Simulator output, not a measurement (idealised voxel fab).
process module | voxel trench capacitor
cross-section cut | 265 nm wide | cells 5 nm
A cross-section is a grid of square cells, given in bands from the top down. A band is one or more rows of cells.
Each band's line starts with the height of the band's top and of its bottom, in nm. Then come its materials from left to right, each with its width in nm. One material with "throughout" fills the band from edge to edge. "air" is empty space.
Height 0 is the level under which the wafer as received is all one material. The lowest band goes on downwards, as in "0 down".
A width such as "30 to 40" changes by the same amount from each row of cells to the next, from the band's top row to its bottom row.
"no change" after a step means that no cell of the cross-section changed.
closed voids: empty space of 8 cells or more with no open way to the top, each as width x height at its distance from the left edge, in nm
after a step's settings: what the simulator itself notes on the step
overlay nm, on a step with a mask: how far to the right of its planned place the mask lay; to the left if negative
plan
1 op RECEIVE | material Si
2 op CONFORMAL_DEP | material SiN | thk nm 5
3 op DIRECTIONAL_DEP | material aC | thk nm 10
4 op PATTERN | tone open | mask id TRENCH | material resist | width nm 30 | pitch nm 60 | thk nm 30 | overlay nm -15
5 op DIRECTIONAL_ETCH | etch materials aC | depth nm 10
6 op STRIP | etch materials resist
7 op DIRECTIONAL_ETCH | etch materials SiN | depth nm 5
8 op DIRECTIONAL_ETCH | etch materials Si | depth nm 40
9 op STRIP | etch materials aC
10 op CONFORMAL_DEP | material HfO2 | thk nm 5
11 op CONFORMAL_DEP | material TiN | thk nm 5
12 op FILL_DEP | material W | thk nm 5
13 op CMP | height nm 5
varied across the wafers: overlay nm of step 4. The plan shows the first wafer's value. All wafers start alike
first wafer as received, after step 1
  0 down: Si throughout
  closed voids: none
each wafer at the end: cells of each material gained (+) or lost (-) since it was received, then its closed voids
overlay nm -15 | +44 HfO2 | -96 Si | +41 SiN | +36 TiN | +28 W | closed voids: none
overlay nm -10 | +44 HfO2 | -96 Si | +41 SiN | +36 TiN | +28 W | closed voids: none
overlay nm -5 | +44 HfO2 | -96 Si | +41 SiN | +36 TiN | +28 W | closed voids: none
overlay nm 0 | +44 HfO2 | -96 Si | +41 SiN | +36 TiN | +28 W | closed voids: none
overlay nm 5 | +44 HfO2 | -96 Si | +41 SiN | +36 TiN | +28 W | closed voids: none
overlay nm 10 | +44 HfO2 | -96 Si | +41 SiN | +36 TiN | +28 W | closed voids: none
overlay nm 15 | +44 HfO2 | -96 Si | +41 SiN | +36 TiN | +28 W | closed voids: none
